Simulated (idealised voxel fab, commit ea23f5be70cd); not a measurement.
process module | voxel transistor to metal
cross-section cut | 165 nm wide | cells 5 nm
A cross-section is a grid of square cells, given in bands from the top down. A band is one or more rows of cells.
Each band's line starts with the height of the band's top and of its bottom, in nm. Then come its materials from left to right, each with its width in nm. One material with "throughout" fills the band from edge to edge. "air" is empty space.
Height 0 is the level under which the wafer as received is all one material. The lowest band goes on downwards, as in "0 down".
A width such as "30 to 40" changes by the same amount from each row of cells to the next, from the band's top row to its bottom row.
"no change" after a step means that no cell of the cross-section changed.
closed voids: empty space of 8 cells or more with no open way to the top, each as width x height at its distance from the left edge, in nm
after a step's settings: what the simulator itself notes on the step
overlay nm, on a step with a mask: how far to the right of its planned place the mask lay; to the left if negative
plan
1 op RECEIVE | material Si
2 op OXIDIZE | depth nm 5
3 op CONFORMAL_DEP | material SiN | thk nm 10
4 op MASKED_ETCH | tone cover | mask id ACTIVE | width nm 115 | etch materials SiN | depth nm 10 | overlay nm 0
5 op MASKED_ETCH | tone cover | mask id ACTIVE | width nm 115 | etch materials SiO2 | depth nm 5 | overlay nm 0
6 op MASKED_ETCH | tone cover | mask id ACTIVE | width nm 115 | etch materials Si | depth nm 35 | overlay nm 0
7 op OXIDIZE | depth nm 5
8 op FILL_DEP | material SiO2 | thk nm 15
9 op CMP | height nm 10
10 op SELECTIVE_ETCH | etch materials SiO2 | depth nm 10
11 op STRIP | etch materials SiN
12 op SELECTIVE_ETCH | etch materials SiO2 | depth nm 5
13 op OXIDIZE | depth nm 5
14 op DIRECTIONAL_DEP | material polySi | thk nm 25
15 op DIRECTIONAL_DEP | material SiCN | thk nm 10
16 op MASKED_ETCH | tone cover | mask id GATE | width nm 35 | etch materials SiCN | depth nm 20 | overlay nm 0
17 op MASKED_ETCH | tone cover | mask id GATE | width nm 35 | etch materials polySi | depth nm 35 | overlay nm 0
18 op CONFORMAL_DEP | material SiN | thk nm 10
19 op DIRECTIONAL_ETCH | etch materials SiN | depth nm 10
20 op DIRECTIONAL_ETCH | etch materials SiO2 | depth nm 5
21 op DIRECTIONAL_ETCH | etch materials Si | depth nm 5
22 op EPI | material SiGe | thk nm 5
23 op FILL_DEP | material SiO2 | thk nm 10
24 op CMP | height nm 20
25 op STRIP | etch materials polySi
26 op SELECTIVE_ETCH | etch materials SiO2 | depth nm 5
27 op CONFORMAL_DEP | material HfO2 | thk nm 5
28 op CONFORMAL_DEP | material TiN | thk nm 5
29 op FILL_DEP | material W | thk nm 5
30 op CMP | height nm 15
31 op DIRECTIONAL_DEP | material SiO2 | thk nm 10
32 op DIRECTIONAL_DEP | material aC | thk nm 10
33 op PATTERN | tone open | mask id CONTACT | material resist | width nm 20 | pitch nm 85 | thk nm 30 | overlay nm 0
34 op DIRECTIONAL_ETCH | etch materials aC | depth nm 10
35 op STRIP | etch materials resist
36 op DIRECTIONAL_ETCH | etch materials SiO2 | depth nm 35
37 op STRIP | etch materials aC
38 op CONFORMAL_DEP | material TiN | thk nm 5
39 op FILL_DEP | material W | thk nm 5
40 op CMP | height nm 25
41 op DIRECTIONAL_DEP | material TiN | thk nm 5
42 op DIRECTIONAL_DEP | material W | thk nm 25
43 op MASKED_ETCH | tone cover | mask id METAL_1 | width nm 20 | pitch nm 85 | etch materials W | depth nm 25 | overlay nm 0
44 op MASKED_ETCH | tone cover | mask id METAL_1 | width nm 20 | pitch nm 85 | etch materials TiN | depth nm 5 | overlay nm 0
45 op CONFORMAL_DEP | material SiN | thk nm 5
46 op FILL_DEP | material lowk | thk nm 5
47 op CMP | height nm 55
48 op CONFORMAL_DEP | material SiCN | thk nm 5
as received, after step 1
  0 down: Si throughout
  closed voids: none
a wafer at the end: this start, this plan, one mistake
  60 to 55: SiCN throughout
  55 to 30: lowk 25 | SiN 5 | W 20 | SiN 5 | lowk 55 | SiN 5 | W 20 | SiN 5 | lowk 25
  30 to 25: SiN 30 | TiN 20 | SiN 65 | TiN 20 | SiN 30
  25 to 15: SiO2 30 | TiN 5 | W 10 | TiN 5 | SiO2 65 | TiN 5 | W 10 | TiN 5 | SiO2 30
  15 to 0: SiO2 30 | TiN 5 | W 10 | TiN 5 | SiO2 5 | SiN 10 | HfO2 5 | TiN 5 | W 15 | TiN 5 | HfO2 5 | SiN 10 | SiO2 5 | TiN 5 | W 10 | TiN 5 | SiO2 30
  0 to -5: SiO2 30 | TiN 5 | W 10 | TiN 5 | SiO2 5 | SiN 10 | HfO2 5 | TiN 25 | HfO2 5 | SiN 10 | SiO2 5 | TiN 5 | W 10 | TiN 5 | SiO2 30
  -5 to -10: SiO2 30 | TiN 20 | SiGe 5 | SiO2 5 | HfO2 45 | SiO2 5 | SiGe 5 | TiN 20 | SiO2 30
  -10 to -15: SiO2 35 | SiGe 20 | Si 55 | SiGe 20 | SiO2 35
  -15 to -50: SiO2 35 | Si 95 | SiO2 35
  -50 down: Si throughout
  closed voids: none
what went wrong: step 7 ran as: op OXIDIZE | depth nm 10
